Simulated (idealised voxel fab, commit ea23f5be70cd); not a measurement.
process module | voxel lift off
cross-section cut | 170 nm wide | cells 5 nm
A cross-section is a grid of square cells, given in bands from the top down. A band is one or more rows of cells.
Each band's line starts with the height of the band's top and of its bottom, in nm. Then come its materials from left to right, each with its width in nm. One material with "throughout" fills the band from edge to edge. "air" is empty space.
Height 0 is the level under which the wafer as received is all one material. The lowest band goes on downwards, as in "0 down".
A width such as "30 to 40" changes by the same amount from each row of cells to the next, from the band's top row to its bottom row.
"no change" after a step means that no cell of the cross-section changed.
closed voids: empty space of 8 cells or more with no open way to the top, each as width x height at its distance from the left edge, in nm
after a step's settings: what the simulator itself notes on the step
overlay nm, on a step with a mask: how far to the right of its planned place the mask lay; to the left if negative
plan
1 op RECEIVE | material Si
2 op CONFORMAL_DEP | material SiO2 | thk nm 5
3 op PATTERN | tone open | mask id LINES | material resist | width nm 30 | pitch nm 60 | thk nm 25 | overlay nm 0
4 op DIRECTIONAL_DEP | material Ru | thk nm 15
5 op STRIP | etch materials resist
6 op CONFORMAL_DEP | material SiCN | thk nm 5
as received, after step 1
  0 down: Si throughout
  closed voids: none
a wafer at the end: this start, this plan, one mistake
  25 to 20: air 30 | SiCN 50 | air 10 | SiCN 50 | air 30
  20 to 10: air 30 | SiCN 5 | Ru 40 | SiCN 5 | air 10 | SiCN 5 | Ru 40 | SiCN 5 | air 30
  10 to 5: SiCN 35 | Ru 40 | SiCN 20 | Ru 40 | SiCN 35
  5 to 0: SiO2 throughout
  0 down: Si throughout
  closed voids: none
what went wrong: step 3 ran as: op PATTERN | tone open | mask id LINES | material resist | width nm 40 | pitch nm 60 | thk nm 25 | overlay nm 0
